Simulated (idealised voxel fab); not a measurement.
This is a process module. Its name is voxel air gaps.
Shown is cross-section cut, with a width of 240 nm and square cells of size 5 nm.
Square cells in a grid make up a cross-section in this document, and the grid is given as bands, listed from the top down, each one or more rows of cells. A band entry consists of two parts. The first gives the height of the band's top and the height of its bottom, in nm. The rest lists the band's materials from left to right, each with its width in nm. A single material labelled with the word "all across" fills the band from edge to edge, and the word "empty" marks empty space. Heights are expressed relative to 0, this being the level below which the as-received wafer comprises one material exclusively. The lowest band is unbounded in the downward direction and is denoted as in "0 -> down". The notation "30..40" denotes a width that varies across the rows of cells in the band, beginning at the first number in the top row, finishing at the second number in the bottom row, and changing by an identical amount from each row to the next. Where the words "no change occurred" appear for a step, the cross-section shows no cell changed by that step; every cell remained as before. The entry "Closed internal cavities" lists the empty spaces that cover at least 8 cells and have no open path to the top. Each is written as width x height at distance, where the distance is measured from the left edge and all three values are in nm. Text after the settings on a step's line: the simulator's own remark on that step. "overlay nm" denotes, for a step that has a mask, the displacement of the mask to the right of its planned place, with negative values corresponding to the left.

-- Set out below are the planned steps of the process
1) op RECEIVE | material Si
2) op CONFORMAL_DEP | material SiO2 | thk nm 15
3) op CONFORMAL_DEP | material SiCN | thk nm 5
4) op DIRECTIONAL_DEP | material SiO2 | thk nm 30
5) op PATTERN | tone open | mask id LINES | material resist | width nm 20 | pitch nm 45 | thk nm 20 | overlay nm -15
6) op DIRECTIONAL_ETCH | etch materials SiO2 | depth nm 30
7) op STRIP | etch materials resist
8) op CONFORMAL_DEP | material TiN | thk nm 5
9) op FILL_DEP | material W | thk nm 10
10) op CMP | height nm 50
11) op EPI | material Ru | thk nm 10
12) op SELECTIVE_ETCH | etch materials SiO2 | depth nm 40
13) op CONFORMAL_DEP | material SiCN | thk nm 5
Wafer-to-wafer difference: overlay nm, step 5. Common start. Plan = first wafer's value.

-- Cross-section: the first of several wafers in its as-received state, i.e. following step 1
    0 -> down: Si all across
    Closed internal cavities: none

-- After the module's final step, step 13: the first of several wafers in cross-section
    65 -> 60: empty 10 nm, SiCN 185 nm, empty 45 nm
    60 -> 50: empty 10 nm, SiCN 5 nm, Ru 40 nm, SiCN 5 nm, Ru 40 nm, SiCN 5 nm, Ru 40 nm, SiCN 5 nm, Ru 40 nm, SiCN 5 nm, empty 45 nm
    50 -> 45: empty 10 nm, SiCN 15 nm, TiN 5 nm, W 10 nm, TiN 5 nm, SiCN 25 nm, TiN 5 nm, W 10 nm, TiN 5 nm, SiCN 25 nm, TiN 5 nm, W 10 nm, TiN 5 nm, SiCN 25 nm, TiN 5 nm, W 10 nm, TiN 5 nm, SiCN 15 nm, empty 45 nm
    45 -> 25: empty 20 nm, SiCN 5 nm, TiN 5 nm, W 10 nm, TiN 5 nm, SiCN 5 nm, empty 15 nm, SiCN 5 nm, TiN 5 nm, W 10 nm, TiN 5 nm, SiCN 5 nm, empty 15 nm, SiCN 5 nm, TiN 5 nm, W 10 nm, TiN 5 nm, SiCN 5 nm, empty 15 nm, SiCN 5 nm, TiN 5 nm, W 10 nm, TiN 5 nm, SiCN 5 nm, empty 55 nm
    25 -> 20: SiCN 25 nm, TiN 20 nm, SiCN 25 nm, TiN 20 nm, SiCN 25 nm, TiN 20 nm, SiCN 25 nm, TiN 20 nm, SiCN 60 nm
    20 -> 15: SiCN all across
    15 -> 0: SiO2 all across
    0 -> down: Si all across
    Closed internal cavities: 15 x 20 at 50; 15 x 20 at 95; 15 x 20 at 140

-- A cross-section through the last wafer at the close of the module
    65 -> 60: empty 40 nm, SiCN 185 nm, empty 15 nm
    60 -> 50: empty 40 nm, SiCN 5 nm, Ru 40 nm, SiCN 5 nm, Ru 40 nm, SiCN 5 nm, Ru 40 nm, SiCN 5 nm, Ru 40 nm, SiCN 5 nm, empty 15 nm
    50 -> 45: empty 40 nm, SiCN 15 nm, TiN 5 nm, W 10 nm, TiN 5 nm, SiCN 25 nm, TiN 5 nm, W 10 nm, TiN 5 nm, SiCN 25 nm, TiN 5 nm, W 10 nm, TiN 5 nm, SiCN 25 nm, TiN 5 nm, W 10 nm, TiN 5 nm, SiCN 15 nm, empty 15 nm
    45 -> 25: empty 50 nm, SiCN 5 nm, TiN 5 nm, W 10 nm, TiN 5 nm, SiCN 5 nm, empty 15 nm, SiCN 5 nm, TiN 5 nm, W 10 nm, TiN 5 nm, SiCN 5 nm, empty 15 nm, SiCN 5 nm, TiN 5 nm, W 10 nm, TiN 5 nm, SiCN 5 nm, empty 15 nm, SiCN 5 nm, TiN 5 nm, W 10 nm, TiN 5 nm, SiCN 5 nm, empty 25 nm
    25 -> 20: SiCN 55 nm, TiN 20 nm, SiCN 25 nm, TiN 20 nm, SiCN 25 nm, TiN 20 nm, SiCN 25 nm, TiN 20 nm, SiCN 30 nm
    20 -> 15: SiCN all across
    15 -> 0: SiO2 all across
    0 -> down: Si all across
    Closed internal cavities: 15 x 20 at 80; 15 x 20 at 125; 15 x 20 at 170

-- For your reference, the table is organized with a row per wafer; each row reflects the wafer at the end of the module, indicating for each material the cells gained (+) or lost (-) since receipt, and thereafter its closed voids
overlay nm -15 | +64 Ru | +180 SiCN | +144 SiO2 | +56 TiN | +40 W | Closed internal cavities: 15 x 20 at 50; 15 x 20 at 95; 15 x 20 at 140
overlay nm -10 | +64 Ru | +180 SiCN | +144 SiO2 | +56 TiN | +40 W | Closed internal cavities: 15 x 20 at 55; 15 x 20 at 100; 15 x 20 at 145
overlay nm -5 | +64 Ru | +180 SiCN | +144 SiO2 | +56 TiN | +40 W | Closed internal cavities: 15 x 20 at 60; 15 x 20 at 105; 15 x 20 at 150
overlay nm 0 | +64 Ru | +180 SiCN | +144 SiO2 | +56 TiN | +40 W | Closed internal cavities: 15 x 20 at 65; 15 x 20 at 110; 15 x 20 at 155
overlay nm 5 | +64 Ru | +180 SiCN | +144 SiO2 | +56 TiN | +40 W | Closed internal cavities: 15 x 20 at 70; 15 x 20 at 115; 15 x 20 at 160
overlay nm 10 | +64 Ru | +180 SiCN | +144 SiO2 | +56 TiN | +40 W | Closed internal cavities: 15 x 20 at 75; 15 x 20 at 120; 15 x 20 at 165
overlay nm 15 | +64 Ru | +180 SiCN | +144 SiO2 | +56 TiN | +40 W | Closed internal cavities: 15 x 20 at 80; 15 x 20 at 125; 15 x 20 at 170
